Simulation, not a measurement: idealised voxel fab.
Title: Process Module voxel wiring stack
The figure presents cross-section cut, which has a width of 290 nm and is divided into square cells with an edge length of 5 nm.
Cross-section format: a grid of square cells, given as bands from top to bottom; each band is one or more rows of cells.
Within each band entry, the heights of the top and of the bottom of the band appear first, in that order and in nm; the materials of the band then follow from left to right, each with its corresponding width in nm. The designation "edge to edge" on a single material indicates that it fills the band from edge to edge; the designation "air" indicates empty space.
Where do heights start? At 0: under that level the wafer as delivered is made of one material only. And the lowest band has no floor; it just carries on downward, as in "0..down".
Graded width ("30->40"): value in top row of band = first number; value in bottom row = second number; row-to-row change constant.
Key: "left unchanged" - step with no changed cell in the cross-section.
The entry "Trapped cavities" lists the empty spaces that cover at least 8 cells and have no open path to the top. Each is written as width x height at distance, where the distance is measured from the left edge and all three values are in nm.
Whatever follows a step's settings on its line is a remark the simulator itself makes about that step.
"overlay nm" answers the question of how far to the right of plan the mask lay on a step that has a mask, and when it is negative the answer is to the left.
What follows is a series of pairs. Each pair shows a cross-section before one process step and the cross-section after it, and the after view is drawn only down to the lowest band that changed. Beneath each pair is the step that lies between the two, with its settings. Pairs may come from different runs of this module on the same starting wafer, so a pair continues from the one above it only where its entry headed "Snapshot before" says so.

Snapshot before
  0..down  Si edge to edge
  Trapped cavities: none

After the Step
  15..0  SiO2 edge to edge
  Heights below 0 show no change.
  Trapped cavities: none
The cross-sections above show the structure before and after this step: CONFORMAL_DEP,material SiO2,thk nm 15

Snapshot before: equal to the after panel directly above.

After the Step
  20..15  TiN edge to edge
  Heights below 15 show no change.
  Trapped cavities: none
The cross-sections above show the structure before and after this step: DIRECTIONAL_DEP,material TiN,thk nm 5

Snapshot before: equal to the after panel directly above.

After the Step
  45..20  Ru edge to edge
  Heights below 20 show no change.
  Trapped cavities: none
The cross-sections above show the structure before and after this step: DIRECTIONAL_DEP,material Ru,thk nm 25

Snapshot before: equal to the after panel directly above.

After the Step
  65..45  air (105) | resist (30) | air (20) | resist (30) | air (105)
  Heights below 45 show no change.
  Trapped cavities: none
The cross-sections above show the structure before and after this step: PATTERN,tone cover,mask id METAL_1,material resist,width nm 30,pitch nm 50,thk nm 20,overlay nm 0

Snapshot before: equal to the after panel directly above.

After the Step
  65..45  air (105) | resist (30) | air (20) | resist (30) | air (105)
  45..20  air (105) | Ru (30) | air (20) | Ru (30) | air (105)
  Heights below 20 show no change.
  Trapped cavities: none
The cross-sections above show the structure before and after this step: DIRECTIONAL_ETCH,etch materials Ru,depth nm 25

Snapshot before: equal to the after panel directly above.

After the Step
  65..45  air (105) | resist (30) | air (20) | resist (30) | air (105)
  45..20  air (105) | Ru (30) | air (20) | Ru (30) | air (105)
  20..15  air (105) | TiN (30) | air (20) | TiN (30) | air (105)
  Heights below 15 show no change.
  Trapped cavities: none
The cross-sections above show the structure before and after this step: DIRECTIONAL_ETCH,etch materials TiN,depth nm 5

Snapshot before: equal to the after panel directly above.

After the Step
  45..20  air (105) | Ru (30) | air (20) | Ru (30) | air (105)
  Heights below 20 show no change.
  Trapped cavities: none
The cross-sections above show the structure before and after this step: STRIP,etch materials resist

Snapshot before: equal to the after panel directly above.

After the Step
  55..45  lowk edge to edge
  45..20  lowk (105) | Ru (30) | lowk (20) | Ru (30) | lowk (105)
  20..15  lowk (105) | TiN (30) | lowk (20) | TiN (30) | lowk (105)
  Heights below 15 show no change.
  Trapped cavities: none
The cross-sections above show the structure before and after this step: FILL_DEP,material lowk,thk nm 10

Snapshot before: equal to the after panel directly above.

After the Step
  45..20  lowk (105) | Ru (30) | lowk (20) | Ru (30) | lowk (105)
  Heights below 20 show no change.
  Trapped cavities: none
The cross-sections above show the structure before and after this step: CMP,height nm 45

Snapshot before: equal to the after panel directly above.

After the Step
  50..45  SiCN edge to edge
  Heights below 45 show no change.
  Trapped cavities: none
The cross-sections above show the structure before and after this step: CONFORMAL_DEP,material SiCN,thk nm 5

Snapshot before: equal to the after panel directly above.

After the Step
  70..50  lowk edge to edge
  Heights below 50 show no change.
  Trapped cavities: none
The cross-sections above show the structure before and after this step: DIRECTIONAL_DEP,material lowk,thk nm 20

Snapshot before: equal to the after panel directly above.

After the Step
  70..50  lowk (105) | air (15) | lowk (35) | air (15) | lowk (120)
  Heights below 50 show no change.
  Trapped cavities: none
The cross-sections above show the structure before and after this step: MASKED_ETCH,tone open,mask id PLUG_1,width nm 15,pitch nm 50,etch materials lowk,depth nm 20,overlay nm 0

Snapshot before: equal to the after panel directly above.

After the Step
  70..50  lowk (105) | air (15) | lowk (35) | air (15) | lowk (120)
  50..45  SiCN (105) | air (15) | SiCN (35) | air (15) | SiCN (120)
  Heights below 45 show no change.
  Trapped cavities: none
The cross-sections above show the structure before and after this step: MASKED_ETCH,tone open,mask id PLUG_1,width nm 15,pitch nm 50,etch materials SiCN,depth nm 5,overlay nm 0

Snapshot before: equal to the after panel directly above.

After the Step
  75..70  TiN (110) | air (5) | TiN (45) | air (5) | TiN (125)
  70..50  lowk (105) | TiN (5) | air (5) | TiN (5) | lowk (35) | TiN (5) | air (5) | TiN (5) | lowk (120)
  50..45  SiCN (105) | TiN (15) | SiCN (35) | TiN (15) | SiCN (120)
  Heights below 45 show no change.
  Trapped cavities: none
The cross-sections above show the structure before and after this step: CONFORMAL_DEP,material TiN,thk nm 5

Snapshot before: equal to the after panel directly above.

After the Step
  80..75  Cu edge to edge
  75..70  TiN (110) | Cu (5) | TiN (45) | Cu (5) | TiN (125)
  70..50  lowk (105) | TiN (5) | Cu (5) | TiN (5) | lowk (35) | TiN (5) | Cu (5) | TiN (5) | lowk (120)
  Heights below 50 show no change.
  Trapped cavities: none
The cross-sections above show the structure before and after this step: FILL_DEP,material Cu,thk nm 5

Snapshot before: equal to the after panel directly above.

After the Step
  70..50  lowk (105) | TiN (5) | Cu (5) | TiN (5) | lowk (35) | TiN (5) | Cu (5) | TiN (5) | lowk (120)
  Heights below 50 show no change.
  Trapped cavities: none
The cross-sections above show the structure before and after this step: CMP,height nm 70

Snapshot before: equal to the after panel directly above.

After the Step
  75..70  TiN edge to edge
  Heights below 70 show no change.
  Trapped cavities: none
The cross-sections above show the structure before and after this step: DIRECTIONAL_DEP,material TiN,thk nm 5

Snapshot before: equal to the after panel directly above.

After the Step
  90..75  Ru edge to edge
  Heights below 75 show no change.
  Trapped cavities: none
The cross-sections above show the structure before and after this step: DIRECTIONAL_DEP,material Ru,thk nm 15

Snapshot before: equal to the after panel directly above.

After the Step
  105..90  aC edge to edge
  Heights below 90 show no change.
  Trapped cavities: none
The cross-sections above show the structure before and after this step: DIRECTIONAL_DEP,material aC,thk nm 15

Snapshot before: equal to the after panel directly above.

After the Step
  135..105  air (105) | resist (30) | air (20) | resist (30) | air (105)
  Heights below 105 show no change.
  Trapped cavities: none
The cross-sections above show the structure before and after this step: PATTERN,tone cover,mask id METAL_2,material resist,width nm 30,pitch nm 50,thk nm 30,overlay nm 0

Snapshot before: equal to the after panel directly above.

After the Step
  120..105  air (105) | resist (30) | air (20) | resist (30) | air (105)
  105..90  air (105) | aC (30) | air (20) | aC (30) | air (105)
  Heights below 90 show no change.
  Trapped cavities: none
The cross-sections above show the structure before and after this step: DIRECTIONAL_ETCH,etch materials aC,depth nm 15

Snapshot before: equal to the after panel directly above.

After the Step
  105..90  air (105) | aC (30) | air (20) | aC (30) | air (105)
  Heights below 90 show no change.
  Trapped cavities: none
The cross-sections above show the structure before and after this step: STRIP,etch materials resist

Snapshot before: equal to the after panel directly above.

After the Step
  105..90  air (105) | aC (30) | air (20) | aC (30) | air (105)
  90..75  air (105) | Ru (30) | air (20) | Ru (30) | air (105)
  Heights below 75 show no change.
  Trapped cavities: none
The cross-sections above show the structure before and after this step: DIRECTIONAL_ETCH,etch materials Ru,depth nm 15

Snapshot before: equal to the after panel directly above.

After the Step
  105..90  air (105) | aC (30) | air (20) | aC (30) | air (105)
  90..75  air (105) | Ru (30) | air (20) | Ru (30) | air (105)
  75..70  air (105) | TiN (30) | air (20) | TiN (30) | air (105)
  Heights below 70 show no change.
  Trapped cavities: none
The cross-sections above show the structure before and after this step: DIRECTIONAL_ETCH,etch materials TiN,depth nm 5

Snapshot before: equal to the after panel directly above.

After the Step
  90..75  air (105) | Ru (30) | air (20) | Ru (30) | air (105)
  Heights below 75 show no change.
  Trapped cavities: none
The cross-sections above show the structure before and after this step: STRIP,etch materials aC

Snapshot before: equal to the after panel directly above.

After the Step
  95..90  air (100) | SiCN (40) | air (10) | SiCN (40) | air (100)
  90..75  air (100) | SiCN (5) | Ru (30) | SiCN (5) | air (10) | SiCN (5) | Ru (30) | SiCN (5) | air (100)
  75..70  SiCN (105) | TiN (30) | SiCN (20) | TiN (30) | SiCN (105)
  Heights below 70 show no change.
  Trapped cavities: none
The cross-sections above show the structure before and after this step: CONFORMAL_DEP,material SiCN,thk nm 5

Snapshot before: equal to the after panel directly above.

After the Step
  105..95  lowk edge to edge
  95..90  lowk (100) | SiCN (40) | lowk (10) | SiCN (40) | lowk (100)
  90..75  lowk (100) | SiCN (5) | Ru (30) | SiCN (5) | lowk (10) | SiCN (5) | Ru (30) | SiCN (5) | lowk (100)
  Heights below 75 show no change.
  Trapped cavities: none
The cross-sections above show the structure before and after this step: FILL_DEP,material lowk,thk nm 10

Snapshot before: equal to the after panel directly above.

After the Step
  90..75  lowk (100) | SiCN (5) | Ru (30) | SiCN (5) | lowk (10) | SiCN (5) | Ru (30) | SiCN (5) | lowk (100)
  Heights below 75 show no change.
  Trapped cavities: none
The cross-sections above show the structure before and after this step: CMP,height nm 90

Snapshot before: equal to the after panel directly above.

After the Step
  95..90  SiN edge to edge
  Heights below 90 show no change.
  Trapped cavities: none
The cross-sections above show the structure before and after this step: CONFORMAL_DEP,material SiN,thk nm 5

Snapshot before
  105..95  lowk edge to edge
  95..90  lowk (100) | SiCN (40) | lowk (10) | SiCN (40) | lowk (100)
  90..75  lowk (100) | SiCN (5) | Ru (30) | SiCN (5) | lowk (10) | SiCN (5) | Ru (30) | SiCN (5) | lowk (100)
  75..70  SiCN (105) | TiN (30) | SiCN (20) | TiN (30) | SiCN (105)
  70..50  lowk (105) | TiN (5) | Cu (5) | TiN (5) | lowk (35) | TiN (5) | Cu (5) | TiN (5) | lowk (120)
  50..45  SiCN (105) | TiN (15) | SiCN (35) | TiN (15) | SiCN (120)
  45..20  lowk (105) | Ru (30) | lowk (20) | Ru (30) | lowk (105)
  20..15  lowk (105) | TiN (30) | lowk (20) | TiN (30) | lowk (105)
  15..0  SiO2 edge to edge
  0..down  Si edge to edge
  Trapped cavities: none

After the Step
  110..105  SiN edge to edge
  Heights below 105 show no change.
  Trapped cavities: none
The cross-sections above show the structure before and after this step: CONFORMAL_DEP,material SiN,thk nm 5

Snapshot before
  15..0  SiO2 edge to edge
  0..down  Si edge to edge
  Trapped cavities: none

After the Step
  30..0  SiO2 edge to edge
  Heights below 0 show no change.
  Trapped cavities: none
The cross-sections above show the structure before and after this step: CONFORMAL_DEP,material SiO2,thk nm 15

Snapshot before: equal to the after panel directly above.

After the Step
  35..30  TiN edge to edge
  Heights below 30 show no change.
  Trapped cavities: none
The cross-sections above show the structure before and after this step: DIRECTIONAL_DEP,material TiN,thk nm 5

Snapshot before: equal to the after panel directly above.

After the Step
  60..35  Ru edge to edge
  Heights below 35 show no change.
  Trapped cavities: none
The cross-sections above show the structure before and after this step: DIRECTIONAL_DEP,material Ru,thk nm 25

Snapshot before: equal to the after panel directly above.

After the Step
  80..60  air (105) | resist (30) | air (20) | resist (30) | air (105)
  Heights below 60 show no change.
  Trapped cavities: none
The cross-sections above show the structure before and after this step: PATTERN,tone cover,mask id METAL_1,material resist,width nm 30,pitch nm 50,thk nm 20,overlay nm 0

Snapshot before: equal to the after panel directly above.

After the Step
  80..60  air (105) | resist (30) | air (20) | resist (30) | air (105)
  60..35  air (105) | Ru (30) | air (20) | Ru (30) | air (105)
  Heights below 35 show no change.
  Trapped cavities: none
The cross-sections above show the structure before and after this step: DIRECTIONAL_ETCH,etch materials Ru,depth nm 25

Snapshot before: equal to the after panel directly above.

After the Step
  80..60  air (105) | resist (30) | air (20) | resist (30) | air (105)
  60..35  air (105) | Ru (30) | air (20) | Ru (30) | air (105)
  35..30  air (105) | TiN (30) | air (20) | TiN (30) | air (105)
  Heights below 30 show no change.
  Trapped cavities: none
The cross-sections above show the structure before and after this step: DIRECTIONAL_ETCH,etch materials TiN,depth nm 5

Snapshot before: equal to the after panel directly above.

After the Step
  60..35  air (105) | Ru (30) | air (20) | Ru (30) | air (105)
  Heights below 35 show no change.
  Trapped cavities: none
The cross-sections above show the structure before and after this step: STRIP,etch materials resist

Snapshot before: equal to the after panel directly above.

After the Step
  70..60  lowk edge to edge
  60..35  lowk (105) | Ru (30) | lowk (20) | Ru (30) | lowk (105)
  35..30  lowk (105) | TiN (30) | lowk (20) | TiN (30) | lowk (105)
  Heights below 30 show no change.
  Trapped cavities: none
The cross-sections above show the structure before and after this step: FILL_DEP,material lowk,thk nm 10

Snapshot before: equal to the after panel directly above.

After the Step
  45..35  lowk (105) | Ru (30) | lowk (20) | Ru (30) | lowk (105)
  Heights below 35 show no change.
  Trapped cavities: none
The cross-sections above show the structure before and after this step: CMP,height nm 45

Snapshot before: equal to the after panel directly above.

After the Step
  50..45  SiCN edge to edge
  Heights below 45 show no change.
  Trapped cavities: none
The cross-sections above show the structure before and after this step: CONFORMAL_DEP,material SiCN,thk nm 5

Snapshot before: equal to the after panel directly above.

After the Step
  70..50  lowk edge to edge
  Heights below 50 show no change.
  Trapped cavities: none
The cross-sections above show the structure before and after this step: DIRECTIONAL_DEP,material lowk,thk nm 20

Snapshot before: equal to the after panel directly above.

After the Step
  70..50  lowk (105) | air (15) | lowk (35) | air (15) | lowk (120)
  Heights below 50 show no change.
  Trapped cavities: none
The cross-sections above show the structure before and after this step: MASKED_ETCH,tone open,mask id PLUG_1,width nm 15,pitch nm 50,etch materials lowk,depth nm 20,overlay nm 0

Snapshot before: equal to the after panel directly above.

After the Step
  70..50  lowk (105) | air (15) | lowk (35) | air (15) | lowk (120)
  50..45  SiCN (105) | air (15) | SiCN (35) | air (15) | SiCN (120)
  Heights below 45 show no change.
  Trapped cavities: none
The cross-sections above show the structure before and after this step: MASKED_ETCH,tone open,mask id PLUG_1,width nm 15,pitch nm 50,etch materials SiCN,depth nm 5,overlay nm 0

Snapshot before: equal to the after panel directly above.

After the Step
  75..70  TiN (110) | air (5) | TiN (45) | air (5) | TiN (125)
  70..50  lowk (105) | TiN (5) | air (5) | TiN (5) | lowk (35) | TiN (5) | air (5) | TiN (5) | lowk (120)
  50..45  SiCN (105) | TiN (15) | SiCN (35) | TiN (15) | SiCN (120)
  Heights below 45 show no change.
  Trapped cavities: none
The cross-sections above show the structure before and after this step: CONFORMAL_DEP,material TiN,thk nm 5

Snapshot before: equal to the after panel directly above.

After the Step
  80..75  Cu edge to edge
  75..70  TiN (110) | Cu (5) | TiN (45) | Cu (5) | TiN (125)
  70..50  lowk (105) | TiN (5) | Cu (5) | TiN (5) | lowk (35) | TiN (5) | Cu (5) | TiN (5) | lowk (120)
  Heights below 50 show no change.
  Trapped cavities: none
The cross-sections above show the structure before and after this step: FILL_DEP,material Cu,thk nm 5

Snapshot before: equal to the after panel directly above.

After the Step
  70..50  lowk (105) | TiN (5) | Cu (5) | TiN (5) | lowk (35) | TiN (5) | Cu (5) | TiN (5) | lowk (120)
  Heights below 50 show no change.
  Trapped cavities: none
The cross-sections above show the structure before and after this step: CMP,height nm 70

Snapshot before: equal to the after panel directly above.

After the Step
  75..70  TiN edge to edge
  Heights below 70 show no change.
  Trapped cavities: none
The cross-sections above show the structure before and after this step: DIRECTIONAL_DEP,material TiN,thk nm 5

Snapshot before: equal to the after panel directly above.

After the Step
  90..75  Ru edge to edge
  Heights below 75 show no change.
  Trapped cavities: none
The cross-sections above show the structure before and after this step: DIRECTIONAL_DEP,material Ru,thk nm 15

Snapshot before: equal to the after panel directly above.

After the Step
  105..90  aC edge to edge
  Heights below 90 show no change.
  Trapped cavities: none
The cross-sections above show the structure before and after this step: DIRECTIONAL_DEP,material aC,thk nm 15

Snapshot before: equal to the after panel directly above.

After the Step
  135..105  air (105) | resist (30) | air (20) | resist (30) | air (105)
  Heights below 105 show no change.
  Trapped cavities: none
The cross-sections above show the structure before and after this step: PATTERN,tone cover,mask id METAL_2,material resist,width nm 30,pitch nm 50,thk nm 30,overlay nm 0

Snapshot before: equal to the after panel directly above.

After the Step
  120..105  air (105) | resist (30) | air (20) | resist (30) | air (105)
  105..90  air (105) | aC (30) | air (20) | aC (30) | air (105)
  Heights below 90 show no change.
  Trapped cavities: none
The cross-sections above show the structure before and after this step: DIRECTIONAL_ETCH,etch materials aC,depth nm 15

Snapshot before: equal to the after panel directly above.

After the Step
  105..90  air (105) | aC (30) | air (20) | aC (30) | air (105)
  Heights below 90 show no change.
  Trapped cavities: none
The cross-sections above show the structure before and after this step: STRIP,etch materials resist

Snapshot before: equal to the after panel directly above.

After the Step
  105..90  air (105) | aC (30) | air (20) | aC (30) | air (105)
  90..75  air (105) | Ru (30) | air (20) | Ru (30) | air (105)
  Heights below 75 show no change.
  Trapped cavities: none
The cross-sections above show the structure before and after this step: DIRECTIONAL_ETCH,etch materials Ru,depth nm 15

Snapshot before: equal to the after panel directly above.

After the Step
  105..90  air (105) | aC (30) | air (20) | aC (30) | air (105)
  90..75  air (105) | Ru (30) | air (20) | Ru (30) | air (105)
  75..70  air (105) | TiN (30) | air (20) | TiN (30) | air (105)
  Heights below 70 show no change.
  Trapped cavities: none
The cross-sections above show the structure before and after this step: DIRECTIONAL_ETCH,etch materials TiN,depth nm 5

Snapshot before: equal to the after panel directly above.

After the Step
  90..75  air (105) | Ru (30) | air (20) | Ru (30) | air (105)
  Heights below 75 show no change.
  Trapped cavities: none
The cross-sections above show the structure before and after this step: STRIP,etch materials aC

Snapshot before: equal to the after panel directly above.

After the Step
  95..90  air (100) | SiCN (40) | air (10) | SiCN (40) | air (100)
  90..75  air (100) | SiCN (5) | Ru (30) | SiCN (5) | air (10) | SiCN (5) | Ru (30) | SiCN (5) | air (100)
  75..70  SiCN (105) | TiN (30) | SiCN (20) | TiN (30) | SiCN (105)
  Heights below 70 show no change.
  Trapped cavities: none
The cross-sections above show the structure before and after this step: CONFORMAL_DEP,material SiCN,thk nm 5

Snapshot before: equal to the after panel directly above.

After the Step
  105..95  lowk edge to edge
  95..90  lowk (100) | SiCN (40) | lowk (10) | SiCN (40) | lowk (100)
  90..75  lowk (100) | SiCN (5) | Ru (30) | SiCN (5) | lowk (10) | SiCN (5) | Ru (30) | SiCN (5) | lowk (100)
  Heights below 75 show no change.
  Trapped cavities: none
The cross-sections above show the structure before and after this step: FILL_DEP,material lowk,thk nm 10

Snapshot before: equal to the after panel directly above.

After the Step
  90..75  lowk (100) | SiCN (5) | Ru (30) | SiCN (5) | lowk (10) | SiCN (5) | Ru (30) | SiCN (5) | lowk (100)
  Heights below 75 show no change.
  Trapped cavities: none
The cross-sections above show the structure before and after this step: CMP,height nm 90

Snapshot before: equal to the after panel directly above.

After the Step
  95..90  SiN edge to edge
  Heights below 90 show no change.
  Trapped cavities: none
The cross-sections above show the structure before and after this step: CONFORMAL_DEP,material SiN,thk nm 5

Snapshot before
  45..20  lowk (105) | Ru (30) | lowk (20) | Ru (30) | lowk (105)
  20..15  lowk (105) | TiN (30) | lowk (20) | TiN (30) | lowk (105)
  15..0  SiO2 edge to edge
  0..down  Si edge to edge
  Trapped cavities: none

After the Step
  65..45  lowk edge to edge
  Heights below 45 show no change.
  Trapped cavities: none
The cross-sections above show the structure before and after this step: DIRECTIONAL_DEP,material lowk,thk nm 20

Snapshot before: equal to the after panel directly above.

After the Step
  70..65  SiCN edge to edge
  Heights below 65 show no change.
  Trapped cavities: none
The cross-sections above show the structure before and after this step: CONFORMAL_DEP,material SiCN,thk nm 5

Snapshot before: equal to the after panel directly above.

After the Step
  70..65  SiCN (105) | air (15) | SiCN (35) | air (15) | SiCN (120)
  Heights below 65 show no change.
  Trapped cavities: none
The cross-sections above show the structure before and after this step: MASKED_ETCH,tone open,mask id PLUG_1,width nm 15,pitch nm 50,etch materials SiCN,depth nm 5,overlay nm 0

Snapshot before: equal to the after panel directly above.

After the Step
  75..70  TiN (110) | air (5) | TiN (45) | air (5) | TiN (125)
  70..65  SiCN (105) | TiN (15) | SiCN (35) | TiN (15) | SiCN (120)
  Heights below 65 show no change.
  Trapped cavities: none
The cross-sections above show the structure before and after this step: CONFORMAL_DEP,material TiN,thk nm 5

Snapshot before: equal to the after panel directly above.

After the Step
  80..75  Cu edge to edge
  75..70  TiN (110) | Cu (5) | TiN (45) | Cu (5) | TiN (125)
  Heights below 70 show no change.
  Trapped cavities: none
The cross-sections above show the structure before and after this step: FILL_DEP,material Cu,thk nm 5

Snapshot before: equal to the after panel directly above.

After the Step
  70..65  SiCN (105) | TiN (15) | SiCN (35) | TiN (15) | SiCN (120)
  Heights below 65 show no change.
  Trapped cavities: none
The cross-sections above show the structure before and after this step: CMP,height nm 70

Snapshot before: equal to the after panel directly above.

After the Step
  75..70  TiN edge to edge
  Heights below 70 show no change.
  Trapped cavities: none
The cross-sections above show the structure before and after this step: DIRECTIONAL_DEP,material TiN,thk nm 5

Snapshot before: equal to the after panel directly above.

After the Step
  90..75  Ru edge to edge
  Heights below 75 show no change.
  Trapped cavities: none
The cross-sections above show the structure before and after this step: DIRECTIONAL_DEP,material Ru,thk nm 15

Snapshot before: equal to the after panel directly above.

After the Step
  105..90  aC edge to edge
  Heights below 90 show no change.
  Trapped cavities: none
The cross-sections above show the structure before and after this step: DIRECTIONAL_DEP,material aC,thk nm 15

Snapshot before: equal to the after panel directly above.

After the Step
  135..105  air (105) | resist (30) | air (20) | resist (30) | air (105)
  Heights below 105 show no change.
  Trapped cavities: none
The cross-sections above show the structure before and after this step: PATTERN,tone cover,mask id METAL_2,material resist,width nm 30,pitch nm 50,thk nm 30,overlay nm 0

Snapshot before: equal to the after panel directly above.

After the Step
  120..105  air (105) | resist (30) | air (20) | resist (30) | air (105)
  105..90  air (105) | aC (30) | air (20) | aC (30) | air (105)
  Heights below 90 show no change.
  Trapped cavities: none
The cross-sections above show the structure before and after this step: DIRECTIONAL_ETCH,etch materials aC,depth nm 15

Snapshot before: equal to the after panel directly above.

After the Step
  105..90  air (105) | aC (30) | air (20) | aC (30) | air (105)
  Heights below 90 show no change.
  Trapped cavities: none
The cross-sections above show the structure before and after this step: STRIP,etch materials resist

Snapshot before: equal to the after panel directly above.

After the Step
  105..90  air (105) | aC (30) | air (20) | aC (30) | air (105)
  90..75  air (105) | Ru (30) | air (20) | Ru (30) | air (105)
  Heights below 75 show no change.
  Trapped cavities: none
The cross-sections above show the structure before and after this step: DIRECTIONAL_ETCH,etch materials Ru,depth nm 15

Snapshot before: equal to the after panel directly above.

After the Step
  105..90  air (105) | aC (30) | air (20) | aC (30) | air (105)
  90..75  air (105) | Ru (30) | air (20) | Ru (30) | air (105)
  75..70  air (105) | TiN (30) | air (20) | TiN (30) | air (105)
  Heights below 70 show no change.
  Trapped cavities: none
The cross-sections above show the structure before and after this step: DIRECTIONAL_ETCH,etch materials TiN,depth nm 5

Snapshot before: equal to the after panel directly above.

After the Step
  90..75  air (105) | Ru (30) | air (20) | Ru (30) | air (105)
  Heights below 75 show no change.
  Trapped cavities: none
The cross-sections above show the structure before and after this step: STRIP,etch materials aC

Snapshot before: equal to the after panel directly above.

After the Step
  95..90  air (100) | SiCN (40) | air (10) | SiCN (40) | air (100)
  90..75  air (100) | SiCN (5) | Ru (30) | SiCN (5) | air (10) | SiCN (5) | Ru (30) | SiCN (5) | air (100)
  75..65  SiCN (105) | TiN (30->15) | SiCN (20->35) | TiN (30->15) | SiCN (105->120)
  Heights below 65 show no change.
  Trapped cavities: none
The cross-sections above show the structure before and after this step: CONFORMAL_DEP,material SiCN,thk nm 5

Snapshot before: equal to the after panel directly above.

After the Step
  105..95  lowk edge to edge
  95..90  lowk (100) | SiCN (40) | lowk (10) | SiCN (40) | lowk (100)
  90..75  lowk (100) | SiCN (5) | Ru (30) | SiCN (5) | lowk (10) | SiCN (5) | Ru (30) | SiCN (5) | lowk (100)
  Heights below 75 show no change.
  Trapped cavities: none
The cross-sections above show the structure before and after this step: FILL_DEP,material lowk,thk nm 10

Snapshot before: equal to the after panel directly above.

After the Step
  90..75  lowk (100) | SiCN (5) | Ru (30) | SiCN (5) | lowk (10) | SiCN (5) | Ru (30) | SiCN (5) | lowk (100)
  Heights below 75 show no change.
  Trapped cavities: none
The cross-sections above show the structure before and after this step: CMP,height nm 90

Snapshot before: equal to the after panel directly above.

After the Step
  95..90  SiN edge to edge
  Heights below 90 show no change.
  Trapped cavities: none
The cross-sections above show the structure before and after this step: CONFORMAL_DEP,material SiN,thk nm 5

Snapshot before
  20..15  TiN edge to edge
  15..0  SiO2 edge to edge
  0..down  Si edge to edge
  Trapped cavities: none

After the Step
  40..20  Ru edge to edge
  Heights below 20 show no change.
  Trapped cavities: none
The cross-sections above show the structure before and after this step: DIRECTIONAL_DEP,material Ru,thk nm 20

Snapshot before: equal to the after panel directly above.

After the Step
  60..40  air (105) | resist (30) | air (20) | resist (30) | air (105)
  Heights below 40 show no change.
  Trapped cavities: none
The cross-sections above show the structure before and after this step: PATTERN,tone cover,mask id METAL_1,material resist,width nm 30,pitch nm 50,thk nm 20,overlay nm 0

Snapshot before: equal to the after panel directly above.

After the Step
  60..40  air (105) | resist (30) | air (20) | resist (30) | air (105)
  40..20  air (105) | Ru (30) | air (20) | Ru (30) | air (105)
  Heights below 20 show no change.
  Trapped cavities: none
The cross-sections above show the structure before and after this step: DIRECTIONAL_ETCH,etch materials Ru,depth nm 25

Snapshot before: equal to the after panel directly above.

After the Step
  60..40  air (105) | resist (30) | air (20) | resist (30) | air (105)
  40..20  air (105) | Ru (30) | air (20) | Ru (30) | air (105)
  20..15  air (105) | TiN (30) | air (20) | TiN (30) | air (105)
  Heights below 15 show no change.
  Trapped cavities: none
The cross-sections above show the structure before and after this step: DIRECTIONAL_ETCH,etch materials TiN,depth nm 5

Snapshot before: equal to the after panel directly above.

After the Step
  40..20  air (105) | Ru (30) | air (20) | Ru (30) | air (105)
  Heights below 20 show no change.
  Trapped cavities: none
The cross-sections above show the structure before and after this step: STRIP,etch materials resist

Snapshot before: equal to the after panel directly above.

After the Step
  50..40  lowk edge to edge
  40..20  lowk (105) | Ru (30) | lowk (20) | Ru (30) | lowk (105)
  20..15  lowk (105) | TiN (30) | lowk (20) | TiN (30) | lowk (105)
  Heights below 15 show no change.
  Trapped cavities: none
The cross-sections above show the structure before and after this step: FILL_DEP,material lowk,thk nm 10

Snapshot before: equal to the after panel directly above.

After the Step
  45..40  lowk edge to edge
  Heights below 40 show no change.
  Trapped cavities: none
The cross-sections above show the structure before and after this step: CMP,height nm 45

Snapshot before: equal to the after panel directly above.

After the Step
  50..45  SiCN edge to edge
  Heights below 45 show no change.
  Trapped cavities: none
The cross-sections above show the structure before and after this step: CONFORMAL_DEP,material SiCN,thk nm 5

Snapshot before: equal to the after panel directly above.

After the Step
  70..50  lowk edge to edge
  Heights below 50 show no change.
  Trapped cavities: none
The cross-sections above show the structure before and after this step: DIRECTIONAL_DEP,material lowk,thk nm 20

Snapshot before: equal to the after panel directly above.

After the Step
  70..50  lowk (105) | air (15) | lowk (35) | air (15) | lowk (120)
  Heights below 50 show no change.
  Trapped cavities: none
The cross-sections above show the structure before and after this step: MASKED_ETCH,tone open,mask id PLUG_1,width nm 15,pitch nm 50,etch materials lowk,depth nm 20,overlay nm 0

Snapshot before: equal to the after panel directly above.

After the Step
  70..50  lowk (105) | air (15) | lowk (35) | air (15) | lowk (120)
  50..45  SiCN (105) | air (15) | SiCN (35) | air (15) | SiCN (120)
  Heights below 45 show no change.
  Trapped cavities: none
The cross-sections above show the structure before and after this step: MASKED_ETCH,tone open,mask id PLUG_1,width nm 15,pitch nm 50,etch materials SiCN,depth nm 5,overlay nm 0

Snapshot before: equal to the after panel directly above.

After the Step
  75..70  TiN (110) | air (5) | TiN (45) | air (5) | TiN (125)
  70..50  lowk (105) | TiN (5) | air (5) | TiN (5) | lowk (35) | TiN (5) | air (5) | TiN (5) | lowk (120)
  50..45  SiCN (105) | TiN (15) | SiCN (35) | TiN (15) | SiCN (120)
  Heights below 45 show no change.
  Trapped cavities: none
The cross-sections above show the structure before and after this step: CONFORMAL_DEP,material TiN,thk nm 5

Snapshot before: equal to the after panel directly above.

After the Step
  80..75  Cu edge to edge
  75..70  TiN (110) | Cu (5) | TiN (45) | Cu (5) | TiN (125)
  70..50  lowk (105) | TiN (5) | Cu (5) | TiN (5) | lowk (35) | TiN (5) | Cu (5) | TiN (5) | lowk (120)
  Heights below 50 show no change.
  Trapped cavities: none
The cross-sections above show the structure before and after this step: FILL_DEP,material Cu,thk nm 5

Snapshot before: equal to the after panel directly above.

After the Step
  70..50  lowk (105) | TiN (5) | Cu (5) | TiN (5) | lowk (35) | TiN (5) | Cu (5) | TiN (5) | lowk (120)
  Heights below 50 show no change.
  Trapped cavities: none
The cross-sections above show the structure before and after this step: CMP,height nm 70

Snapshot before: equal to the after panel directly above.

After the Step
  75..70  TiN edge to edge
  Heights below 70 show no change.
  Trapped cavities: none
The cross-sections above show the structure before and after this step: DIRECTIONAL_DEP,material TiN,thk nm 5

Snapshot before: equal to the after panel directly above.

After the Step
  90..75  Ru edge to edge
  Heights below 75 show no change.
  Trapped cavities: none
The cross-sections above show the structure before and after this step: DIRECTIONAL_DEP,material Ru,thk nm 15

Snapshot before: equal to the after panel directly above.

After the Step
  105..90  aC edge to edge
  Heights below 90 show no change.
  Trapped cavities: none
The cross-sections above show the structure before and after this step: DIRECTIONAL_DEP,material aC,thk nm 15

Snapshot before: equal to the after panel directly above.

After the Step
  135..105  air (105) | resist (30) | air (20) | resist (30) | air (105)
  Heights below 105 show no change.
  Trapped cavities: none
The cross-sections above show the structure before and after this step: PATTERN,tone cover,mask id METAL_2,material resist,width nm 30,pitch nm 50,thk nm 30,overlay nm 0
